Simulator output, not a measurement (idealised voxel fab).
You're looking at the process module voxel wiring stack.
Square cell edge 5 nm, section width 240 nm, ID cut.
When this document writes out a cross-section, it uses a grid of square cells and lists it as bands, beginning at the top and moving down, with a band standing for one or more rows of cells.
Band entry format. Leading values: height of top, height of bottom, nm. Remainder: materials in left-to-right order, each with its width in nm. Special words: "edge to edge" on a single material, which then fills the band edge to edge; "empty", empty space.
Below 0: as-received wafer, all one material; heights counted from there. Lowest band: no bottom, goes on down, written "0 down".
The expression "30..40" gives the width at the extremes of the band, the first number at its top row of cells and the second at its bottom row, with the width changing by equal amounts from each row to the next in between.
Step note "no modifications" = no cross-section cell changed.
What "Trapped voids" gives you is every empty space of 8 cells or more that is cut off from the top. Each appears as width x height at distance, with the distance taken from the left edge and width, height and distance all in nm.
The remark found on a step's line after its settings is issued by the simulator itself and pertains to that step.
overlay nm: where the mask lay relative to plan, measured to the right, on steps with a mask; negatives go left.
Read each pair as before and after one process step. The after cross-section shows only down to the lowest band that changed. The step between them and its settings are given below the pair. Pairs can come from different runs of this module on the same starting wafer. A pair continues from the pair above only where its "Before step" entry says so.

## Before step
  0 down  Si edge to edge
  Trapped voids: none

## Step Outcome
  10 to 0  SiO2 edge to edge
  Unchanged below 0.
  Trapped voids: none
The process step separating the two cross-sections depicted above is as follows: CONFORMAL_DEP (material SiO2; thk nm 10)

Before step: per the after cross-section of the pair just above.

## Step Outcome
  15 to 10  TiN edge to edge
  Unchanged below 10.
  Trapped voids: none
The process step separating the two cross-sections depicted above is as follows: DIRECTIONAL_DEP (material TiN; thk nm 5)

Before step: per the after cross-section of the pair just above.

## Step Outcome
  40 to 15  W edge to edge
  Unchanged below 15.
  Trapped voids: none
The process step separating the two cross-sections depicted above is as follows: DIRECTIONAL_DEP (material W; thk nm 25)

Before step: per the after cross-section of the pair just above.

## Step Outcome
  55 to 40  aC edge to edge
  Unchanged below 40.
  Trapped voids: none
The process step separating the two cross-sections depicted above is as follows: DIRECTIONAL_DEP (material aC; thk nm 15)

Before step: per the after cross-section of the pair just above.

## Step Outcome
  85 to 55  45 of empty, then 25 of resist, then 15 of empty, then 25 of resist, then 15 of empty, then 25 of resist, then 15 of empty, then 25 of resist, then 50 of empty
  Unchanged below 55.
  Trapped voids: none
The process step separating the two cross-sections depicted above is as follows: PATTERN (tone cover; mask id METAL_1; material resist; width nm 25; pitch nm 40; thk nm 30; overlay nm 0)

Before step: per the after cross-section of the pair just above.

## Step Outcome
  70 to 55  45 of empty, then 25 of resist, then 15 of empty, then 25 of resist, then 15 of empty, then 25 of resist, then 15 of empty, then 25 of resist, then 50 of empty
  55 to 40  45 of empty, then 25 of aC, then 15 of empty, then 25 of aC, then 15 of empty, then 25 of aC, then 15 of empty, then 25 of aC, then 50 of empty
  Unchanged below 40.
  Trapped voids: none
The process step separating the two cross-sections depicted above is as follows: DIRECTIONAL_ETCH (etch materials aC; depth nm 15)

Before step: per the after cross-section of the pair just above.

## Step Outcome
  55 to 40  45 of empty, then 25 of aC, then 15 of empty, then 25 of aC, then 15 of empty, then 25 of aC, then 15 of empty, then 25 of aC, then 50 of empty
  Unchanged below 40.
  Trapped voids: none
The process step separating the two cross-sections depicted above is as follows: STRIP (etch materials resist)

Before step: per the after cross-section of the pair just above.

## Step Outcome
  55 to 40  45 of empty, then 25 of aC, then 15 of empty, then 25 of aC, then 15 of empty, then 25 of aC, then 15 of empty, then 25 of aC, then 50 of empty
  40 to 15  45 of empty, then 25 of W, then 15 of empty, then 25 of W, then 15 of empty, then 25 of W, then 15 of empty, then 25 of W, then 50 of empty
  Unchanged below 15.
  Trapped voids: none
The process step separating the two cross-sections depicted above is as follows: DIRECTIONAL_ETCH (etch materials W; depth nm 25)

Before step: per the after cross-section of the pair just above.

## Step Outcome
  55 to 40  45 of empty, then 25 of aC, then 15 of empty, then 25 of aC, then 15 of empty, then 25 of aC, then 15 of empty, then 25 of aC, then 50 of empty
  40 to 15  45 of empty, then 25 of W, then 15 of empty, then 25 of W, then 15 of empty, then 25 of W, then 15 of empty, then 25 of W, then 50 of empty
  15 to 10  45 of empty, then 25 of TiN, then 15 of empty, then 25 of TiN, then 15 of empty, then 25 of TiN, then 15 of empty, then 25 of TiN, then 50 of empty
  Unchanged below 10.
  Trapped voids: none
The process step separating the two cross-sections depicted above is as follows: DIRECTIONAL_ETCH (etch materials TiN; depth nm 5)

Before step: per the after cross-section of the pair just above.

## Step Outcome
  40 to 15  45 of empty, then 25 of W, then 15 of empty, then 25 of W, then 15 of empty, then 25 of W, then 15 of empty, then 25 of W, then 50 of empty
  Unchanged below 15.
  Trapped voids: none
The process step separating the two cross-sections depicted above is as follows: STRIP (etch materials aC)

Before step: per the after cross-section of the pair just above.

## Step Outcome
  45 to 40  40 of empty, then 35 of SiCN, then 5 of empty, then 35 of SiCN, then 5 of empty, then 35 of SiCN, then 5 of empty, then 35 of SiCN, then 45 of empty
  40 to 15  40 of empty, then 5 of SiCN, then 25 of W, then 5 of SiCN, then 5 of empty, then 5 of SiCN, then 25 of W, then 5 of SiCN, then 5 of empty, then 5 of SiCN, then 25 of W, then 5 of SiCN, then 5 of empty, then 5 of SiCN, then 25 of W, then 5 of SiCN, then 45 of empty
  15 to 10  45 of SiCN, then 25 of TiN, then 15 of SiCN, then 25 of TiN, then 15 of SiCN, then 25 of TiN, then 15 of SiCN, then 25 of TiN, then 50 of SiCN
  Unchanged below 10.
  Trapped voids: none
The process step separating the two cross-sections depicted above is as follows: CONFORMAL_DEP (material SiCN; thk nm 5)

Before step: per the after cross-section of the pair just above.

## Step Outcome
  50 to 45  lowk edge to edge
  45 to 40  40 of lowk, then 35 of SiCN, then 5 of lowk, then 35 of SiCN, then 5 of lowk, then 35 of SiCN, then 5 of lowk, then 35 of SiCN, then 45 of lowk
  40 to 15  40 of lowk, then 5 of SiCN, then 25 of W, then 5 of SiCN, then 5 of lowk, then 5 of SiCN, then 25 of W, then 5 of SiCN, then 5 of lowk, then 5 of SiCN, then 25 of W, then 5 of SiCN, then 5 of lowk, then 5 of SiCN, then 25 of W, then 5 of SiCN, then 45 of lowk
  Unchanged below 15.
  Trapped voids: none
The process step separating the two cross-sections depicted above is as follows: FILL_DEP (material lowk; thk nm 5)

Before step: per the after cross-section of the pair just above.

## Step Outcome
  40 to 15  40 of lowk, then 5 of SiCN, then 25 of W, then 5 of SiCN, then 5 of lowk, then 5 of SiCN, then 25 of W, then 5 of SiCN, then 5 of lowk, then 5 of SiCN, then 25 of W, then 5 of SiCN, then 5 of lowk, then 5 of SiCN, then 25 of W, then 5 of SiCN, then 45 of lowk
  Unchanged below 15.
  Trapped voids: none
The process step separating the two cross-sections depicted above is as follows: CMP (height nm 40)

Before step: per the after cross-section of the pair just above.

## Step Outcome
  45 to 40  SiCN edge to edge
  Unchanged below 40.
  Trapped voids: none
The process step separating the two cross-sections depicted above is as follows: CONFORMAL_DEP (material SiCN; thk nm 5)

Before step: per the after cross-section of the pair just above.

## Step Outcome
  65 to 45  SiO2 edge to edge
  Unchanged below 45.
  Trapped voids: none
The process step separating the two cross-sections depicted above is as follows: DIRECTIONAL_DEP (material SiO2; thk nm 20)

Before step: per the after cross-section of the pair just above.

## Step Outcome
  65 to 45  45 of SiO2, then 15 of empty, then 65 of SiO2, then 15 of empty, then 100 of SiO2
  Unchanged below 45.
  Trapped voids: none
The process step separating the two cross-sections depicted above is as follows: MASKED_ETCH (tone open; mask id PLUG_1; width nm 15; pitch nm 80; etch materials SiO2; depth nm 20; overlay nm 0)

Before step: per the after cross-section of the pair just above.

## Step Outcome
  65 to 45  45 of SiO2, then 15 of empty, then 65 of SiO2, then 15 of empty, then 100 of SiO2
  45 to 40  45 of SiCN, then 15 of empty, then 65 of SiCN, then 15 of empty, then 100 of SiCN
  Unchanged below 40.
  Trapped voids: none
The process step separating the two cross-sections depicted above is as follows: MASKED_ETCH (tone open; mask id PLUG_1; width nm 15; pitch nm 80; etch materials SiCN; depth nm 5; overlay nm 0)

Before step: per the after cross-section of the pair just above.

## Step Outcome
  65 to 50  45 of SiO2, then 15 of empty, then 65 of SiO2, then 15 of empty, then 100 of SiO2
  50 to 45  45 of SiO2, then 15 of Ru, then 65 of SiO2, then 15 of Ru, then 100 of SiO2
  45 to 40  45 of SiCN, then 15 of Ru, then 65 of SiCN, then 15 of Ru, then 100 of SiCN
  Unchanged below 40.
  Trapped voids: none
The process step separating the two cross-sections depicted above is as follows: EPI (material Ru; thk nm 10)

Before step: per the after cross-section of the pair just above.

## Step Outcome
  65 to 60  45 of SiO2, then 15 of empty, then 65 of SiO2, then 15 of empty, then 100 of SiO2
  60 to 45  45 of SiO2, then 15 of Ru, then 65 of SiO2, then 15 of Ru, then 100 of SiO2
  Unchanged below 45.
  Trapped voids: none
The process step separating the two cross-sections depicted above is as follows: EPI (material Ru; thk nm 10)

Before step: per the after cross-section of the pair just above.

## Step Outcome
  65 to 45  45 of SiO2, then 15 of Ru, then 65 of SiO2, then 15 of Ru, then 100 of SiO2
  Unchanged below 45.
  Trapped voids: none
The process step separating the two cross-sections depicted above is as follows: EPI (material Ru; thk nm 5)

Before step: per the after cross-section of the pair just above.

## Step Outcome
  70 to 65  SiN edge to edge
  Unchanged below 65.
  Trapped voids: none
The process step separating the two cross-sections depicted above is as follows: CONFORMAL_DEP (material SiN; thk nm 5)

Before step: per the after cross-section of the pair just above.

## Step Outcome
  90 to 70  lowk edge to edge
  Unchanged below 70.
  Trapped voids: none
The process step separating the two cross-sections depicted above is as follows: DIRECTIONAL_DEP (material lowk; thk nm 20)

Before step: per the after cross-section of the pair just above.

## Step Outcome
  105 to 90  aC edge to edge
  Unchanged below 90.
  Trapped voids: none
The process step separating the two cross-sections depicted above is as follows: DIRECTIONAL_DEP (material aC; thk nm 15)

Before step: per the after cross-section of the pair just above.

## Step Outcome
  140 to 105  45 of resist, then 25 of empty, then 15 of resist, then 25 of empty, then 15 of resist, then 25 of empty, then 15 of resist, then 25 of empty, then 50 of resist
  Unchanged below 105.
  Trapped voids: none
The process step separating the two cross-sections depicted above is as follows: PATTERN (tone open; mask id METAL_2; material resist; width nm 25; pitch nm 40; thk nm 35; overlay nm 0)

Before step: per the after cross-section of the pair just above.

## Step Outcome
  125 to 105  45 of resist, then 25 of empty, then 15 of resist, then 25 of empty, then 15 of resist, then 25 of empty, then 15 of resist, then 25 of empty, then 50 of resist
  105 to 90  45 of aC, then 25 of empty, then 15 of aC, then 25 of empty, then 15 of aC, then 25 of empty, then 15 of aC, then 25 of empty, then 50 of aC
  Unchanged below 90.
  Trapped voids: none
The process step separating the two cross-sections depicted above is as follows: DIRECTIONAL_ETCH (etch materials aC; depth nm 15)

Before step: per the after cross-section of the pair just above.

## Step Outcome
  105 to 90  45 of aC, then 25 of empty, then 15 of aC, then 25 of empty, then 15 of aC, then 25 of empty, then 15 of aC, then 25 of empty, then 50 of aC
  Unchanged below 90.
  Trapped voids: none
The process step separating the two cross-sections depicted above is as follows: STRIP (etch materials resist)

Before step: per the after cross-section of the pair just above.

## Step Outcome
  105 to 90  45 of aC, then 25 of empty, then 15 of aC, then 25 of empty, then 15 of aC, then 25 of empty, then 15 of aC, then 25 of empty, then 50 of aC
  90 to 70  45 of lowk, then 25 of empty, then 15 of lowk, then 25 of empty, then 15 of lowk, then 25 of empty, then 15 of lowk, then 25 of empty, then 50 of lowk
  Unchanged below 70.
  Trapped voids: none
The process step separating the two cross-sections depicted above is as follows: DIRECTIONAL_ETCH (etch materials lowk; depth nm 20)

Before step: per the after cross-section of the pair just above.

## Step Outcome
  105 to 90  45 of aC, then 25 of empty, then 15 of aC, then 25 of empty, then 15 of aC, then 25 of empty, then 15 of aC, then 25 of empty, then 50 of aC
  90 to 70  45 of lowk, then 25 of empty, then 15 of lowk, then 25 of empty, then 15 of lowk, then 25 of empty, then 15 of lowk, then 25 of empty, then 50 of lowk
  70 to 65  45 of SiN, then 25 of empty, then 15 of SiN, then 25 of empty, then 15 of SiN, then 25 of empty, then 15 of SiN, then 25 of empty, then 50 of SiN
  Unchanged below 65.
  Trapped voids: none
The process step separating the two cross-sections depicted above is as follows: DIRECTIONAL_ETCH (etch materials SiN; depth nm 5)

Before step: per the after cross-section of the pair just above.

## Step Outcome
  90 to 70  45 of lowk, then 25 of empty, then 15 of lowk, then 25 of empty, then 15 of lowk, then 25 of empty, then 15 of lowk, then 25 of empty, then 50 of lowk
  Unchanged below 70.
  Trapped voids: none
The process step separating the two cross-sections depicted above is as follows: STRIP (etch materials aC)

Before step: per the after cross-section of the pair just above.

## Step Outcome
  95 to 90  50 of TiN, then 15 of empty, then 25 of TiN, then 15 of empty, then 25 of TiN, then 15 of empty, then 25 of TiN, then 15 of empty, then 55 of TiN
  90 to 70  45 of lowk, then 5 of TiN, then 15 of empty, then 5 of TiN, then 15 of lowk, then 5 of TiN, then 15 of empty, then 5 of TiN, then 15 of lowk, then 5 of TiN, then 15 of empty, then 5 of TiN, then 15 of lowk, then 5 of TiN, then 15 of empty, then 5 of TiN, then 50 of lowk
  70 to 65  45 of SiN, then 25 of TiN, then 15 of SiN, then 25 of TiN, then 15 of SiN, then 25 of TiN, then 15 of SiN, then 25 of TiN, then 50 of SiN
  Unchanged below 65.
  Trapped voids: none
The process step separating the two cross-sections depicted above is as follows: CONFORMAL_DEP (material TiN; thk nm 5)

Before step: per the after cross-section of the pair just above.

## Step Outcome
  105 to 95  Cu edge to edge
  95 to 90  50 of TiN, then 15 of Cu, then 25 of TiN, then 15 of Cu, then 25 of TiN, then 15 of Cu, then 25 of TiN, then 15 of Cu, then 55 of TiN
  90 to 70  45 of lowk, then 5 of TiN, then 15 of Cu, then 5 of TiN, then 15 of lowk, then 5 of TiN, then 15 of Cu, then 5 of TiN, then 15 of lowk, then 5 of TiN, then 15 of Cu, then 5 of TiN, then 15 of lowk, then 5 of TiN, then 15 of Cu, then 5 of TiN, then 50 of lowk
  Unchanged below 70.
  Trapped voids: none
The process step separating the two cross-sections depicted above is as follows: FILL_DEP (material Cu; thk nm 10)

Before step: per the after cross-section of the pair just above.

## Step Outcome
  90 to 70  45 of lowk, then 5 of TiN, then 15 of Cu, then 5 of TiN, then 15 of lowk, then 5 of TiN, then 15 of Cu, then 5 of TiN, then 15 of lowk, then 5 of TiN, then 15 of Cu, then 5 of TiN, then 15 of lowk, then 5 of TiN, then 15 of Cu, then 5 of TiN, then 50 of lowk
  Unchanged below 70.
  Trapped voids: none
The process step separating the two cross-sections depicted above is as follows: CMP (height nm 90)

Before step: per the after cross-section of the pair just above.

## Step Outcome
  95 to 90  40 of empty, then 35 of Ru, then 5 of empty, then 35 of Ru, then 5 of empty, then 35 of Ru, then 5 of empty, then 35 of Ru, then 45 of empty
  Unchanged below 90.
  Trapped voids: none
The process step separating the two cross-sections depicted above is as follows: EPI (material Ru; thk nm 5)

Before step: per the after cross-section of the pair just above.

## Step Outcome
  100 to 95  SiCN edge to edge
  95 to 90  40 of SiCN, then 35 of Ru, then 5 of SiCN, then 35 of Ru, then 5 of SiCN, then 35 of Ru, then 5 of SiCN, then 35 of Ru, then 45 of SiCN
  Unchanged below 90.
  Trapped voids: none
The process step separating the two cross-sections depicted above is as follows: FILL_DEP (material SiCN; thk nm 5)

## Before step
  65 to 60  45 of SiO2, then 15 of empty, then 65 of SiO2, then 15 of empty, then 100 of SiO2
  60 to 45  45 of SiO2, then 15 of Ru, then 65 of SiO2, then 15 of Ru, then 100 of SiO2
  45 to 40  45 of SiCN, then 15 of Ru, then 65 of SiCN, then 15 of Ru, then 100 of SiCN
  40 to 15  40 of lowk, then 5 of SiCN, then 25 of W, then 5 of SiCN, then 5 of lowk, then 5 of SiCN, then 25 of W, then 5 of SiCN, then 5 of lowk, then 5 of SiCN, then 25 of W, then 5 of SiCN, then 5 of lowk, then 5 of SiCN, then 25 of W, then 5 of SiCN, then 45 of lowk
  15 to 10  45 of SiCN, then 25 of TiN, then 15 of SiCN, then 25 of TiN, then 15 of SiCN, then 25 of TiN, then 15 of SiCN, then 25 of TiN, then 50 of SiCN
  10 to 0  SiO2 edge to edge
  0 down  Si edge to edge
  Trapped voids: none

## Step Outcome
  70 to 65  40 of empty, then 25 of Ru, then 55 of empty, then 25 of Ru, then 95 of empty
  65 to 45  45 of SiO2, then 15 of Ru, then 65 of SiO2, then 15 of Ru, then 100 of SiO2
  Unchanged below 45.
  Trapped voids: none
The process step separating the two cross-sections depicted above is as follows: EPI (material Ru; thk nm 10)

Before step: per the after cross-section of the pair just above.

## Step Outcome
  75 to 65  35 of empty, then 35 of Ru, then 45 of empty, then 35 of Ru, then 90 of empty
  Unchanged below 65.
  Trapped voids: none
The process step separating the two cross-sections depicted above is as follows: EPI (material Ru; thk nm 5)

Before step: per the after cross-section of the pair just above.

## Step Outcome
  80 to 75  30 of empty, then 45 of SiN, then 35 of empty, then 45 of SiN, then 85 of empty
  75 to 70  30 of empty, then 5 of SiN, then 35 of Ru, then 5 of SiN, then 35 of empty, then 5 of SiN, then 35 of Ru, then 5 of SiN, then 85 of empty
  70 to 65  35 of SiN, then 35 of Ru, then 45 of SiN, then 35 of Ru, then 90 of SiN
  Unchanged below 65.
  Trapped voids: none
The process step separating the two cross-sections depicted above is as follows: CONFORMAL_DEP (material SiN; thk nm 5)

Before step: per the after cross-section of the pair just above.

## Step Outcome
  100 to 90  30 of empty, then 45 of lowk, then 35 of empty, then 45 of lowk, then 85 of empty
  90 to 80  lowk edge to edge
  80 to 75  30 of lowk, then 45 of SiN, then 35 of lowk, then 45 of SiN, then 85 of lowk
  75 to 70  30 of lowk, then 5 of SiN, then 35 of Ru, then 5 of SiN, then 35 of lowk, then 5 of SiN, then 35 of Ru, then 5 of SiN, then 85 of lowk
  Unchanged below 70.
  Trapped voids: none
The process step separating the two cross-sections depicted above is as follows: DIRECTIONAL_DEP (material lowk; thk nm 20)

Before step: per the after cross-section of the pair just above.

## Step Outcome
  115 to 105  30 of empty, then 45 of aC, then 35 of empty, then 45 of aC, then 85 of empty
  105 to 100  aC edge to edge
  100 to 90  30 of aC, then 45 of lowk, then 35 of aC, then 45 of lowk, then 85 of aC
  Unchanged below 90.
  Trapped voids: none
The process step separating the two cross-sections depicted above is as follows: DIRECTIONAL_DEP (material aC; thk nm 15)

Before step: per the after cross-section of the pair just above.

## Step Outcome
  150 to 115  45 of resist, then 25 of empty, then 15 of resist, then 25 of empty, then 15 of resist, then 25 of empty, then 15 of resist, then 25 of empty, then 50 of resist
  115 to 105  30 of resist, then 45 of aC, then 10 of resist, then 25 of empty, then 45 of aC, then 10 of resist, then 25 of empty, then 50 of resist
  Unchanged below 105.
  Trapped voids: none
The process step separating the two cross-sections depicted above is as follows: PATTERN (tone open; mask id METAL_2; material resist; width nm 25; pitch nm 40; thk nm 35; overlay nm 0)

Before step: per the after cross-section of the pair just above.

## Step Outcome
  135 to 115  45 of resist, then 25 of empty, then 15 of resist, then 25 of empty, then 15 of resist, then 25 of empty, then 15 of resist, then 25 of empty, then 50 of resist
  115 to 105  30 of resist, then 15 of aC, then 25 of empty, then 5 of aC, then 10 of resist, then 25 of empty, then 15 of aC, then 25 of empty, then 5 of aC, then 10 of resist, then 25 of empty, then 50 of resist
  105 to 100  45 of aC, then 25 of empty, then 15 of aC, then 25 of empty, then 15 of aC, then 25 of empty, then 15 of aC, then 25 of empty, then 50 of aC
  100 to 90  30 of aC, then 45 of lowk, then 10 of aC, then 25 of empty, then 45 of lowk, then 10 of aC, then 25 of empty, then 50 of aC
  Unchanged below 90.
  Trapped voids: none
The process step separating the two cross-sections depicted above is as follows: DIRECTIONAL_ETCH (etch materials aC; depth nm 15)

Before step: per the after cross-section of the pair just above.

## Step Outcome
  115 to 105  30 of empty, then 15 of aC, then 25 of empty, then 5 of aC, then 35 of empty, then 15 of aC, then 25 of empty, then 5 of aC, then 85 of empty
  Unchanged below 105.
  Trapped voids: none
The process step separating the two cross-sections depicted above is as follows: STRIP (etch materials resist)

Before step: per the after cross-section of the pair just above.

## Step Outcome
  115 to 105  30 of empty, then 15 of aC, then 25 of empty, then 5 of aC, then 35 of empty, then 15 of aC, then 25 of empty, then 5 of aC, then 85 of empty
  105 to 100  45 of aC, then 25 of empty, then 15 of aC, then 25 of empty, then 15 of aC, then 25 of empty, then 15 of aC, then 25 of empty, then 50 of aC
  100 to 90  30 of aC, then 15 of lowk, then 25 of empty, then 5 of lowk, then 10 of aC, then 25 of empty, then 15 of lowk, then 25 of empty, then 5 of lowk, then 10 of aC, then 25 of empty, then 50 of aC
  90 to 80  45 of lowk, then 25 of empty, then 15 of lowk, then 25 of empty, then 15 of lowk, then 25 of empty, then 15 of lowk, then 25 of empty, then 50 of lowk
  80 to 75  30 of lowk, then 45 of SiN, then 10 of lowk, then 25 of empty, then 45 of SiN, then 10 of lowk, then 25 of empty, then 50 of lowk
  75 to 70  30 of lowk, then 5 of SiN, then 35 of Ru, then 5 of SiN, then 10 of lowk, then 25 of empty, then 5 of SiN, then 35 of Ru, then 5 of SiN, then 10 of lowk, then 25 of empty, then 50 of lowk
  Unchanged below 70.
  Trapped voids: none
The process step separating the two cross-sections depicted above is as follows: DIRECTIONAL_ETCH (etch materials lowk; depth nm 20)

Before step: per the after cross-section of the pair just above.

## Step Outcome
  115 to 105  30 of empty, then 15 of aC, then 25 of empty, then 5 of aC, then 35 of empty, then 15 of aC, then 25 of empty, then 5 of aC, then 85 of empty
  105 to 100  45 of aC, then 25 of empty, then 15 of aC, then 25 of empty, then 15 of aC, then 25 of empty, then 15 of aC, then 25 of empty, then 50 of aC
  100 to 90  30 of aC, then 15 of lowk, then 25 of empty, then 5 of lowk, then 10 of aC, then 25 of empty, then 15 of lowk, then 25 of empty, then 5 of lowk, then 10 of aC, then 25 of empty, then 50 of aC
  90 to 80  45 of lowk, then 25 of empty, then 15 of lowk, then 25 of empty, then 15 of lowk, then 25 of empty, then 15 of lowk, then 25 of empty, then 50 of lowk
  80 to 75  30 of lowk, then 15 of SiN, then 25 of empty, then 5 of SiN, then 10 of lowk, then 25 of empty, then 15 of SiN, then 25 of empty, then 5 of SiN, then 10 of lowk, then 25 of empty, then 50 of lowk
  75 to 70  30 of lowk, then 5 of SiN, then 35 of Ru, then 5 of SiN, then 10 of lowk, then 25 of empty, then 5 of SiN, then 35 of Ru, then 5 of SiN, then 10 of lowk, then 25 of empty, then 50 of lowk
  70 to 65  35 of SiN, then 35 of Ru, then 15 of SiN, then 25 of empty, then 5 of SiN, then 35 of Ru, then 15 of SiN, then 25 of empty, then 50 of SiN
  Unchanged below 65.
  Trapped voids: none
The process step separating the two cross-sections depicted above is as follows: DIRECTIONAL_ETCH (etch materials SiN; depth nm 5)

Before step: per the after cross-section of the pair just above.

## Step Outcome
  100 to 90  30 of empty, then 15 of lowk, then 25 of empty, then 5 of lowk, then 35 of empty, then 15 of lowk, then 25 of empty, then 5 of lowk, then 85 of empty
  Unchanged below 90.
  Trapped voids: none
The process step separating the two cross-sections depicted above is as follows: STRIP (etch materials aC)

Before step: per the after cross-section of the pair just above.

## Step Outcome
  105 to 100  25 of empty, then 25 of TiN, then 15 of empty, then 15 of TiN, then 25 of empty, then 25 of TiN, then 15 of empty, then 15 of TiN, then 80 of empty
  100 to 95  25 of empty, then 5 of TiN, then 15 of lowk, then 5 of TiN, then 15 of empty, then 5 of TiN, then 5 of lowk, then 5 of TiN, then 25 of empty, then 5 of TiN, then 15 of lowk, then 5 of TiN, then 15 of empty, then 5 of TiN, then 5 of lowk, then 5 of TiN, then 80 of empty
  95 to 90  30 of TiN, then 15 of lowk, then 5 of TiN, then 15 of empty, then 5 of TiN, then 5 of lowk, then 15 of TiN, then 15 of empty, then 5 of TiN, then 15 of lowk, then 5 of TiN, then 15 of empty, then 5 of TiN, then 5 of lowk, then 15 of TiN, then 15 of empty, then 55 of TiN
  90 to 80  45 of lowk, then 5 of TiN, then 15 of empty, then 5 of TiN, then 15 of lowk, then 5 of TiN, then 15 of empty, then 5 of TiN, then 15 of lowk, then 5 of TiN, then 15 of empty, then 5 of TiN, then 15 of lowk, then 5 of TiN, then 15 of empty, then 5 of TiN, then 50 of lowk
  80 to 75  30 of lowk, then 15 of SiN, then 25 of TiN, then 5 of SiN, then 10 of lowk, then 5 of TiN, then 15 of empty, then 5 of TiN, then 15 of SiN, then 25 of TiN, then 5 of SiN, then 10 of lowk, then 5 of TiN, then 15 of empty, then 5 of TiN, then 50 of lowk
  75 to 70  30 of lowk, then 5 of SiN, then 35 of Ru, then 5 of SiN, then 10 of lowk, then 5 of TiN, then 15 of empty, then 5 of TiN, then 5 of SiN, then 35 of Ru, then 5 of SiN, then 10 of lowk, then 5 of TiN, then 15 of empty, then 5 of TiN, then 50 of lowk
  70 to 65  35 of SiN, then 35 of Ru, then 15 of SiN, then 25 of TiN, then 5 of SiN, then 35 of Ru, then 15 of SiN, then 25 of TiN, then 50 of SiN
  Unchanged below 65.
  Trapped voids: none
The process step separating the two cross-sections depicted above is as follows: CONFORMAL_DEP (material TiN; thk nm 5)

Before step: per the after cross-section of the pair just above.

## Step Outcome
  115 to 105  Cu edge to edge
  105 to 100  25 of Cu, then 25 of TiN, then 15 of Cu, then 15 of TiN, then 25 of Cu, then 25 of TiN, then 15 of Cu, then 15 of TiN, then 80 of Cu
  100 to 95  25 of Cu, then 5 of TiN, then 15 of lowk, then 5 of TiN, then 15 of Cu, then 5 of TiN, then 5 of lowk, then 5 of TiN, then 25 of Cu, then 5 of TiN, then 15 of lowk, then 5 of TiN, then 15 of Cu, then 5 of TiN, then 5 of lowk, then 5 of TiN, then 80 of Cu
  95 to 90  30 of TiN, then 15 of lowk, then 5 of TiN, then 15 of Cu, then 5 of TiN, then 5 of lowk, then 15 of TiN, then 15 of Cu, then 5 of TiN, then 15 of lowk, then 5 of TiN, then 15 of Cu, then 5 of TiN, then 5 of lowk, then 15 of TiN, then 15 of Cu, then 55 of TiN
  90 to 80  45 of lowk, then 5 of TiN, then 15 of Cu, then 5 of TiN, then 15 of lowk, then 5 of TiN, then 15 of Cu, then 5 of TiN, then 15 of lowk, then 5 of TiN, then 15 of Cu, then 5 of TiN, then 15 of lowk, then 5 of TiN, then 15 of Cu, then 5 of TiN, then 50 of lowk
  80 to 75  30 of lowk, then 15 of SiN, then 25 of TiN, then 5 of SiN, then 10 of lowk, then 5 of TiN, then 15 of Cu, then 5 of TiN, then 15 of SiN, then 25 of TiN, then 5 of SiN, then 10 of lowk, then 5 of TiN, then 15 of Cu, then 5 of TiN, then 50 of lowk
  75 to 70  30 of lowk, then 5 of SiN, then 35 of Ru, then 5 of SiN, then 10 of lowk, then 5 of TiN, then 15 of Cu, then 5 of TiN, then 5 of SiN, then 35 of Ru, then 5 of SiN, then 10 of lowk, then 5 of TiN, then 15 of Cu, then 5 of TiN, then 50 of lowk
  Unchanged below 70.
  Trapped voids: none
The process step separating the two cross-sections depicted above is as follows: FILL_DEP (material Cu; thk nm 10)

Before step: per the after cross-section of the pair just above.

## Step Outcome
  90 to 80  45 of lowk, then 5 of TiN, then 15 of Cu, then 5 of TiN, then 15 of lowk, then 5 of TiN, then 15 of Cu, then 5 of TiN, then 15 of lowk, then 5 of TiN, then 15 of Cu, then 5 of TiN, then 15 of lowk, then 5 of TiN, then 15 of Cu, then 5 of TiN, then 50 of lowk
  Unchanged below 80.
  Trapped voids: none
The process step separating the two cross-sections depicted above is as follows: CMP (height nm 90)

Before step: per the after cross-section of the pair just above.

## Step Outcome
  95 to 90  40 of empty, then 35 of Ru, then 5 of empty, then 35 of Ru, then 5 of empty, then 35 of Ru, then 5 of empty, then 35 of Ru, then 45 of empty
  Unchanged below 90.
  Trapped voids: none
The process step separating the two cross-sections depicted above is as follows: EPI (material Ru; thk nm 5)

Before step: per the after cross-section of the pair just above.

## Step Outcome
  100 to 95  SiCN edge to edge
  95 to 90  40 of SiCN, then 35 of Ru, then 5 of SiCN, then 35 of Ru, then 5 of SiCN, then 35 of Ru, then 5 of SiCN, then 35 of Ru, then 45 of SiCN
  Unchanged below 90.
  Trapped voids: none
The process step separating the two cross-sections depicted above is as follows: FILL_DEP (material SiCN; thk nm 5)

## Before step
  40 to 15  40 of lowk, then 5 of SiCN, then 25 of W, then 5 of SiCN, then 5 of lowk, then 5 of SiCN, then 25 of W, then 5 of SiCN, then 5 of lowk, then 5 of SiCN, then 25 of W, then 5 of SiCN, then 5 of lowk, then 5 of SiCN, then 25 of W, then 5 of SiCN, then 45 of lowk
  15 to 10  45 of SiCN, then 25 of TiN, then 15 of SiCN, then 25 of TiN, then 15 of SiCN, then 25 of TiN, then 15 of SiCN, then 25 of TiN, then 50 of SiCN
  10 to 0  SiO2 edge to edge
  0 down  Si edge to edge
  Trapped voids: none

## Step Outcome
  60 to 40  SiO2 edge to edge
  Unchanged below 40.
  Trapped voids: none
The process step separating the two cross-sections depicted above is as follows: DIRECTIONAL_DEP (material SiO2; thk nm 20)

Before step: per the after cross-section of the pair just above.

## Step Outcome
  65 to 60  SiCN edge to edge
  Unchanged below 60.
  Trapped voids: none
The process step separating the two cross-sections depicted above is as follows: CONFORMAL_DEP (material SiCN; thk nm 5)

Before step: per the after cross-section of the pair just above.

## Step Outcome
  65 to 60  45 of SiCN, then 15 of empty, then 65 of SiCN, then 15 of empty, then 100 of SiCN
  Unchanged below 60.
  Trapped voids: none
The process step separating the two cross-sections depicted above is as follows: MASKED_ETCH (tone open; mask id PLUG_1; width nm 15; pitch nm 80; etch materials SiCN; depth nm 5; overlay nm 0)

Before step: per the after cross-section of the pair just above.

## Step Outcome
  70 to 65  50 of SiN, then 5 of empty, then 75 of SiN, then 5 of empty, then 105 of SiN
  65 to 60  45 of SiCN, then 15 of SiN, then 65 of SiCN, then 15 of SiN, then 100 of SiCN
  Unchanged below 60.
  Trapped voids: none
The process step separating the two cross-sections depicted above is as follows: CONFORMAL_DEP (material SiN; thk nm 5)
